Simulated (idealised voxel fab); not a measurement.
The following process module bears the name voxel gate over fins.
Each square cell in cross-section cut measures 5 nm, and the section as a whole is 210 nm wide.
Cross-sections here: square-cell grids, written as top-down lists of bands, a band being one or more rows of cells.
Within each band entry, the heights of the top and of the bottom of the band appear first, in that order and in nm; the materials of the band then follow from left to right, each with its corresponding width in nm. The designation "full width" on a single material indicates that it fills the band from edge to edge; the designation "blank" indicates empty space.
Heights are reckoned from 0. Under this level, the received wafer is all of one material. The bottommost band is open-ended downward, for example "0 nm and below".
The two numbers in a width such as "30 to 40" mark its ends across the band: the first belongs to the top row of cells, the second to the bottom row, and from each row to the next the width moves by the same amount.
"no change" after a step means that no cell of the cross-section changed.
Empty spaces without an open route to the top, at least 8 cells in extent, make up the entry "Sealed cavities"; each is given as width x height at distance, where the distance is measured from the left edge, and all are in nm.
Heads up: the bit after the settings on a step's line is the simulator's remark on that step.
overlay nm: how far to the right of its planned place the mask lay on this masked step (negative: to the left).
PROCESS STEPS (PLANNED)
1) RECEIVE: material Si
2) CONFORMAL_DEP: material SiN, thk nm 10
3) PATTERN: tone cover, mask id FINS, material resist, width nm 15, pitch nm 45, thk nm 15, overlay nm 0
4) DIRECTIONAL_ETCH: etch materials SiN, depth nm 10
5) DIRECTIONAL_ETCH: etch materials Si, depth nm 40
6) STRIP: etch materials resist
7) OXIDIZE: depth nm 5
8) FILL_DEP: material SiO2, thk nm 5
9) CMP: height nm 10
10) SELECTIVE_ETCH: etch materials SiO2, depth nm 20
11) STRIP: etch materials SiN
12) CONFORMAL_DEP: material HfO2, thk nm 5
13) CONFORMAL_DEP: material TiN, thk nm 5
14) FILL_DEP: material W, thk nm 10
15) CMP: height nm 15
16) CONFORMAL_DEP: material SiCN, thk nm 10
FIRST OUT OF TWO WAFERS; RUN WENT TO PLAN
SHOWN IN CROSS-SECTION IS THE WAFER AS RECEIVED, THAT IS, AS IT STANDS AFTER STEP 1
* 0 nm and below | Si full width
* Sealed cavities: none
SO THIS IS THE WAFER CROSS-SECTION RIGHT AFTER STEP 2
* 10 nm to 0 nm | SiN full width
* Under 0: no change, same as before.
SO THIS IS THE WAFER CROSS-SECTION RIGHT AFTER STEP 3
* 25 nm to 10 nm | 50 of blank, 15 of resist, 30 of blank, 15 of resist, 30 of blank, 15 of resist, 55 of blank
* Under 10: no change, same as before.
SO THIS IS THE WAFER CROSS-SECTION RIGHT AFTER STEP 4
* 25 nm to 10 nm | 50 of blank, 15 of resist, 30 of blank, 15 of resist, 30 of blank, 15 of resist, 55 of blank
* 10 nm to 0 nm | 50 of blank, 15 of SiN, 30 of blank, 15 of SiN, 30 of blank, 15 of SiN, 55 of blank
* Under 0: no change, same as before.
SO THIS IS THE WAFER CROSS-SECTION RIGHT AFTER STEP 5
* 25 nm to 10 nm | 50 of blank, 15 of resist, 30 of blank, 15 of resist, 30 of blank, 15 of resist, 55 of blank
* 10 nm to 0 nm | 50 of blank, 15 of SiN, 30 of blank, 15 of SiN, 30 of blank, 15 of SiN, 55 of blank
* 0 nm to -40 nm | 50 of blank, 15 of Si, 30 of blank, 15 of Si, 30 of blank, 15 of Si, 55 of blank
* Under -40: no change, same as before.
SO THIS IS THE WAFER CROSS-SECTION RIGHT AFTER STEP 6
* 10 nm to 0 nm | 50 of blank, 15 of SiN, 30 of blank, 15 of SiN, 30 of blank, 15 of SiN, 55 of blank
* Under 0: no change, same as before.
SO THIS IS THE WAFER CROSS-SECTION RIGHT AFTER STEP 7
* 10 nm to 0 nm | 50 of blank, 15 of SiN, 30 of blank, 15 of SiN, 30 of blank, 15 of SiN, 55 of blank
* 0 nm to -40 nm | 50 of blank, 5 of SiO2, 5 of Si, 5 of SiO2, 30 of blank, 5 of SiO2, 5 of Si, 5 of SiO2, 30 of blank, 5 of SiO2, 5 of Si, 5 of SiO2, 55 of blank
* -40 nm to -45 nm | 55 of SiO2, 5 of Si, 40 of SiO2, 5 of Si, 40 of SiO2, 5 of Si, 60 of SiO2
* Under -45: no change, same as before.
SO THIS IS THE WAFER CROSS-SECTION RIGHT AFTER STEP 8
* 15 nm to 10 nm | SiO2 full width
* 10 nm to 0 nm | 50 of SiO2, 15 of SiN, 30 of SiO2, 15 of SiN, 30 of SiO2, 15 of SiN, 55 of SiO2
* 0 nm to -45 nm | 55 of SiO2, 5 of Si, 40 of SiO2, 5 of Si, 40 of SiO2, 5 of Si, 60 of SiO2
* Under -45: no change, same as before.
SO THIS IS THE WAFER CROSS-SECTION RIGHT AFTER STEP 9
* 10 nm to 0 nm | 50 of SiO2, 15 of SiN, 30 of SiO2, 15 of SiN, 30 of SiO2, 15 of SiN, 55 of SiO2
* Under 0: no change, same as before.
SO THIS IS THE WAFER CROSS-SECTION RIGHT AFTER STEP 10
* 10 nm to 0 nm | 50 of blank, 15 of SiN, 30 of blank, 15 of SiN, 30 of blank, 15 of SiN, 55 of blank
* 0 nm to -10 nm | 55 of blank, 5 of Si, 40 of blank, 5 of Si, 40 of blank, 5 of Si, 60 of blank
* Under -10: no change, same as before.
SO THIS IS THE WAFER CROSS-SECTION RIGHT AFTER STEP 11
* 0 nm to -10 nm | 55 of blank, 5 of Si, 40 of blank, 5 of Si, 40 of blank, 5 of Si, 60 of blank
* Under -10: no change, same as before.
SO THIS IS THE WAFER CROSS-SECTION RIGHT AFTER STEP 12
* 5 nm to 0 nm | 50 of blank, 15 of HfO2, 30 of blank, 15 of HfO2, 30 of blank, 15 of HfO2, 55 of blank
* 0 nm to -5 nm | 50 of blank, 5 of HfO2, 5 of Si, 5 of HfO2, 30 of blank, 5 of HfO2, 5 of Si, 5 of HfO2, 30 of blank, 5 of HfO2, 5 of Si, 5 of HfO2, 55 of blank
* -5 nm to -10 nm | 55 of HfO2, 5 of Si, 40 of HfO2, 5 of Si, 40 of HfO2, 5 of Si, 60 of HfO2
* Under -10: no change, same as before.
SO THIS IS THE WAFER CROSS-SECTION RIGHT AFTER STEP 13
* 10 nm to 5 nm | 45 of blank, 25 of TiN, 20 of blank, 25 of TiN, 20 of blank, 25 of TiN, 50 of blank
* 5 nm to 0 nm | 45 of blank, 5 of TiN, 15 of HfO2, 5 of TiN, 20 of blank, 5 of TiN, 15 of HfO2, 5 of TiN, 20 of blank, 5 of TiN, 15 of HfO2, 5 of TiN, 50 of blank
* 0 nm to -5 nm | 50 of TiN, 5 of HfO2, 5 of Si, 5 of HfO2, 30 of TiN, 5 of HfO2, 5 of Si, 5 of HfO2, 30 of TiN, 5 of HfO2, 5 of Si, 5 of HfO2, 55 of TiN
* Under -5: no change, same as before.
SO THIS IS THE WAFER CROSS-SECTION RIGHT AFTER STEP 14
* 20 nm to 10 nm | W full width
* 10 nm to 5 nm | 45 of W, 25 of TiN, 20 of W, 25 of TiN, 20 of W, 25 of TiN, 50 of W
* 5 nm to 0 nm | 45 of W, 5 of TiN, 15 of HfO2, 5 of TiN, 20 of W, 5 of TiN, 15 of HfO2, 5 of TiN, 20 of W, 5 of TiN, 15 of HfO2, 5 of TiN, 50 of W
* Under 0: no change, same as before.
SO THIS IS THE WAFER CROSS-SECTION RIGHT AFTER STEP 15
* 15 nm to 10 nm | W full width
* Under 10: no change, same as before.
SO THIS IS THE WAFER CROSS-SECTION RIGHT AFTER STEP 16
* 25 nm to 15 nm | SiCN full width
* Under 15: no change, same as before.
WAFER TWO OF TWO - SAME STARTING POINT, SAME PROCESS PLAN, ONE MISTAKE IN EXECUTION; MATCHES WAFER ONE UP TO AND INCLUDING STEP 4
WHEN STEP 5 SHOULD HAVE ENDED
* 25 nm to 10 nm | 50 of blank, 15 of resist, 30 of blank, 15 of resist, 30 of blank, 15 of resist, 55 of blank
* 10 nm to 0 nm | 50 of blank, 15 of SiN, 30 of blank, 15 of SiN, 30 of blank, 15 of SiN, 55 of blank
* 0 nm to -35 nm | 50 of blank, 15 of Si, 30 of blank, 15 of Si, 30 of blank, 15 of Si, 55 of blank
* Under -35: no change, same as before.
WHEN STEP 6 SHOULD HAVE ENDED
* 10 nm to 0 nm | 50 of blank, 15 of SiN, 30 of blank, 15 of SiN, 30 of blank, 15 of SiN, 55 of blank
* Under 0: no change, same as before.
WHEN STEP 7 SHOULD HAVE ENDED
* 10 nm to 0 nm | 50 of blank, 15 of SiN, 30 of blank, 15 of SiN, 30 of blank, 15 of SiN, 55 of blank
* 0 nm to -35 nm | 50 of blank, 5 of SiO2, 5 of Si, 5 of SiO2, 30 of blank, 5 of SiO2, 5 of Si, 5 of SiO2, 30 of blank, 5 of SiO2, 5 of Si, 5 of SiO2, 55 of blank
* -35 nm to -40 nm | 55 of SiO2, 5 of Si, 40 of SiO2, 5 of Si, 40 of SiO2, 5 of Si, 60 of SiO2
* Under -40: no change, same as before.
WHEN STEP 8 SHOULD HAVE ENDED
* 15 nm to 10 nm | SiO2 full width
* 10 nm to 0 nm | 50 of SiO2, 15 of SiN, 30 of SiO2, 15 of SiN, 30 of SiO2, 15 of SiN, 55 of SiO2
* 0 nm to -40 nm | 55 of SiO2, 5 of Si, 40 of SiO2, 5 of Si, 40 of SiO2, 5 of Si, 60 of SiO2
* Under -40: no change, same as before.
WHEN STEP 9 SHOULD HAVE ENDED
* 10 nm to 0 nm | 50 of SiO2, 15 of SiN, 30 of SiO2, 15 of SiN, 30 of SiO2, 15 of SiN, 55 of SiO2
* Under 0: no change, same as before.
WHEN STEP 10 SHOULD HAVE ENDED
* 10 nm to 0 nm | 50 of blank, 15 of SiN, 30 of blank, 15 of SiN, 30 of blank, 15 of SiN, 55 of blank
* 0 nm to -10 nm | 55 of blank, 5 of Si, 40 of blank, 5 of Si, 40 of blank, 5 of Si, 60 of blank
* Under -10: no change, same as before.
WHEN STEP 11 SHOULD HAVE ENDED
* 0 nm to -10 nm | 55 of blank, 5 of Si, 40 of blank, 5 of Si, 40 of blank, 5 of Si, 60 of blank
* Under -10: no change, same as before.
WHEN STEP 12 SHOULD HAVE ENDED
* 5 nm to 0 nm | 50 of blank, 15 of HfO2, 30 of blank, 15 of HfO2, 30 of blank, 15 of HfO2, 55 of blank
* 0 nm to -5 nm | 50 of blank, 5 of HfO2, 5 of Si, 5 of HfO2, 30 of blank, 5 of HfO2, 5 of Si, 5 of HfO2, 30 of blank, 5 of HfO2, 5 of Si, 5 of HfO2, 55 of blank
* -5 nm to -10 nm | 55 of HfO2, 5 of Si, 40 of HfO2, 5 of Si, 40 of HfO2, 5 of Si, 60 of HfO2
* Under -10: no change, same as before.
WHEN STEP 13 SHOULD HAVE ENDED
* 10 nm to 5 nm | 45 of blank, 25 of TiN, 20 of blank, 25 of TiN, 20 of blank, 25 of TiN, 50 of blank
* 5 nm to 0 nm | 45 of blank, 5 of TiN, 15 of HfO2, 5 of TiN, 20 of blank, 5 of TiN, 15 of HfO2, 5 of TiN, 20 of blank, 5 of TiN, 15 of HfO2, 5 of TiN, 50 of blank
* 0 nm to -5 nm | 50 of TiN, 5 of HfO2, 5 of Si, 5 of HfO2, 30 of TiN, 5 of HfO2, 5 of Si, 5 of HfO2, 30 of TiN, 5 of HfO2, 5 of Si, 5 of HfO2, 55 of TiN
* Under -5: no change, same as before.
WHEN STEP 14 SHOULD HAVE ENDED
* 20 nm to 10 nm | W full width
* 10 nm to 5 nm | 45 of W, 25 of TiN, 20 of W, 25 of TiN, 20 of W, 25 of TiN, 50 of W
* 5 nm to 0 nm | 45 of W, 5 of TiN, 15 of HfO2, 5 of TiN, 20 of W, 5 of TiN, 15 of HfO2, 5 of TiN, 20 of W, 5 of TiN, 15 of HfO2, 5 of TiN, 50 of W
* Under 0: no change, same as before.
WHEN STEP 15 SHOULD HAVE ENDED
* 15 nm to 10 nm | W full width
* Under 10: no change, same as before.
WHEN STEP 16 SHOULD HAVE ENDED
* 25 nm to 15 nm | SiCN full width
* Under 15: no change, same as before.
Where did the run depart from the plan? so step 5 ended up running with a different setting than we planned, it ran as DIRECTIONAL_ETCH: etch materials Si, depth nm 35
FYI, end of process, the second wafer has more or fewer cells of some materials than the first: +39 Si; -39 SiO2
